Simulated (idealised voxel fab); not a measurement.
Process module heading - voxel self aligned contacts
For reference, the cross-section in this document is cut, with width 270 nm and square cells of 5 nm.
Throughout this document, each cross-section is represented as a grid of square cells and is presented as a sequence of bands enumerated from the top downward, where a band comprises one or more rows of cells. Basically the band line says how high the top is and how high the bottom is, in nm, and then what's in it from left to right, every material with its width in nm. Empty space shows up as "empty", and if a single material carries "all across" it runs the full band edge to edge. All heights in this document are referenced to 0, defined as the level beneath which the wafer, as received, consists entirely of one material. The lowest band is not bounded below; it extends indefinitely downward and is written in the form "0 -> down". It should be noted that a width expressed as "30..40" varies in equal increments from row to row of cells within the band, taking the value of the first number at the top row and that of the second number at the bottom row. Reading "no modifications" for a step: not a cell of the cross-section changed in it. In "Closed internal cavities" the enclosed voids are listed, meaning empty spaces of 8 cells or larger without any opening to the top. The form is width x height at distance, distance from the left edge, units nm. If you see something after the settings on a step's line, that's the simulator's own remark about that step. The "overlay nm" setting may appear on a step's line; for a step that uses a mask, it gives how far to the right of its planned position the mask lay, and a negative value indicates the left.

Below is the list of planned process steps:
| 1 | RECEIVE,material Si |
| 2 | CONFORMAL_DEP,material SiO2,thk nm 5 |
| 3 | DIRECTIONAL_DEP,material polySi,thk nm 30 |
| 4 | DIRECTIONAL_DEP,material SiN,thk nm 15 |
| 5 | MASKED_ETCH,tone cover,mask id GATE,width nm 25,pitch nm 55,etch materials SiN,depth nm 15,overlay nm 0 |
| 6 | MASKED_ETCH,tone cover,mask id GATE,width nm 25,pitch nm 55,etch materials polySi,depth nm 30,overlay nm 0 |
| 7 | CONFORMAL_DEP,material SiN,thk nm 5 |
| 8 | DIRECTIONAL_ETCH,etch materials SiN,depth nm 5 |
| 9 | FILL_DEP,material SiO2,thk nm 10 |
| 10 | CMP,height nm 55 |
| 11 | DIRECTIONAL_DEP,material aC,thk nm 15 |
| 12 | PATTERN,tone open,mask id CONTACT,material resist,width nm 40,thk nm 30,overlay nm 0 |
| 13 | DIRECTIONAL_ETCH,etch materials aC,depth nm 15 |
| 14 | STRIP,etch materials resist |
| 15 | DIRECTIONAL_ETCH,etch materials SiO2,depth nm 55 |
| 16 | STRIP,etch materials aC |
| 17 | CONFORMAL_DEP,material TiN,thk nm 5 |
| 18 | FILL_DEP,material W,thk nm 10 |
| 19 | CMP,height nm 55 |
| 20 | CONFORMAL_DEP,material SiN,thk nm 5 |

Cross-section, incoming material, after step 1:
    0 -> down | Si all across
    Closed internal cavities: none

a wafer at the end: this start, this plan, one mistake:
    60 -> 55 | SiN all across
    55 -> 50 | SiO2 115 nm / TiN 40 nm / SiO2 115 nm
    50 -> 35 | SiO2 85 nm / SiN 45 nm / TiN 10 nm / SiN 45 nm / SiO2 85 nm
    35 -> 5 | SiO2 85 nm / SiN 5 nm / polySi 35 nm / SiN 5 nm / TiN 10 nm / SiN 5 nm / polySi 35 nm / SiN 5 nm / SiO2 85 nm
    5 -> 0 | SiO2 130 nm / TiN 10 nm / SiO2 130 nm
    0 -> down | Si all across
    Closed internal cavities: none
The plan and the run diverged here: rather than as planned, step 5 actually ran as MASKED_ETCH,tone cover,mask id GATE,width nm 35,pitch nm 55,etch materials SiN,depth nm 15,overlay nm 0
